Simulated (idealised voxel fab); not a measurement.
voxel gate over fins: a process module
Shown is cross-section cut, with a width of 205 nm and square cells of size 5 nm.
Notation: cross-section as square-cell grid; stated in bands, top first, going down; one or more cell rows per band. First you get the band's top height and its bottom height, in nm, and then the materials it's made of, left to right, with each width in nm. If you see a single material with "everywhere", that one covers the band edge to edge. "empty" is empty space. Height is counted from the level 0, under which the received wafer is composed throughout of one material. The lowest of the bands is not closed at the bottom but continues downward, in the notation "0 -> down". Graded width ("30 to 40"): value in top row of band = first number; value in bottom row = second number; row-to-row change constant. The cross-section has no changed cell in any step marked "identical to before". In "Enclosed voids" the enclosed voids are listed, meaning empty spaces of 8 cells or larger without any opening to the top. The form is width x height at distance, distance from the left edge, units nm. That trailing text on a step's line, after the settings, is the simulator's own remark on the step. A step's line can hold "overlay nm"; with a mask on that step, the setting says how far right of the planned place the mask lay, while a negative setting says it lay to the left.
[Process steps (planned)]
| 1 | RECEIVE, material Si |
| 2 | CONFORMAL_DEP, material SiN, thk nm 10 |
| 3 | DIRECTIONAL_DEP, material aC, thk nm 10 |
| 4 | PATTERN, tone cover, mask id FINS, material resist, width nm 15, pitch nm 40, thk nm 30, overlay nm 0 |
| 5 | DIRECTIONAL_ETCH, etch materials aC, depth nm 10 |
| 6 | STRIP, etch materials resist |
| 7 | DIRECTIONAL_ETCH, etch materials SiN, depth nm 10 |
| 8 | DIRECTIONAL_ETCH, etch materials Si, depth nm 35 |
| 9 | STRIP, etch materials aC |
| 10 | OXIDIZE, depth nm 5 |
| 11 | FILL_DEP, material SiO2, thk nm 10 |
| 12 | CMP, height nm 10 |
| 13 | SELECTIVE_ETCH, etch materials SiO2, depth nm 25 |
| 14 | STRIP, etch materials SiN |
| 15 | CONFORMAL_DEP, material HfO2, thk nm 5 |
| 16 | CONFORMAL_DEP, material TiN, thk nm 5 |
| 17 | CONFORMAL_DEP, material TiAl, thk nm 5 |
| 18 | CONFORMAL_DEP, material TiN, thk nm 5 |
| 19 | FILL_DEP, material W, thk nm 10 |
| 20 | CMP, height nm 25 |
| 21 | CONFORMAL_DEP, material SiCN, thk nm 10 |
[As-received state of the wafer in cross-section, equivalent to post-step 1]
  0 -> down | Si everywhere
  Enclosed voids: none
[End state of the module in cross-section, given the above starting point and plan and one mistake in execution]
  35 -> 25 | SiCN everywhere
  25 -> 20 | W everywhere
  20 -> 10 | W 40; TiN 125; W 40
  10 -> 5 | W 40; TiN 10; TiAl 25; TiN 15; TiAl 25; TiN 15; TiAl 25; TiN 10; W 40
  5 -> 0 | TiN 50; TiAl 5; HfO2 15; TiAl 5; TiN 15; TiAl 5; HfO2 15; TiAl 5; TiN 15; TiAl 5; HfO2 15; TiAl 5; TiN 50
  0 -> -5 | TiN 50; TiAl 5; HfO2 5; Si 5; HfO2 5; TiAl 5; TiN 15; TiAl 5; HfO2 5; Si 5; HfO2 5; TiAl 5; TiN 15; TiAl 5; HfO2 5; Si 5; HfO2 5; TiAl 5; TiN 50
  -5 -> -10 | TiAl 55; HfO2 5; Si 5; HfO2 5; TiAl 25; HfO2 5; Si 5; HfO2 5; TiAl 25; HfO2 5; Si 5; HfO2 5; TiAl 55
  -10 -> -15 | HfO2 60; Si 5; HfO2 35; Si 5; HfO2 35; Si 5; HfO2 60
  -15 -> -40 | SiO2 60; Si 5; SiO2 35; Si 5; SiO2 35; Si 5; SiO2 60
  -40 -> down | Si everywhere
  Enclosed voids: none
It is concluded that the wafer was processed incorrectly with respect to the plan, in that contrary to the plan, steps 16 and 17 were processed in exchanged order
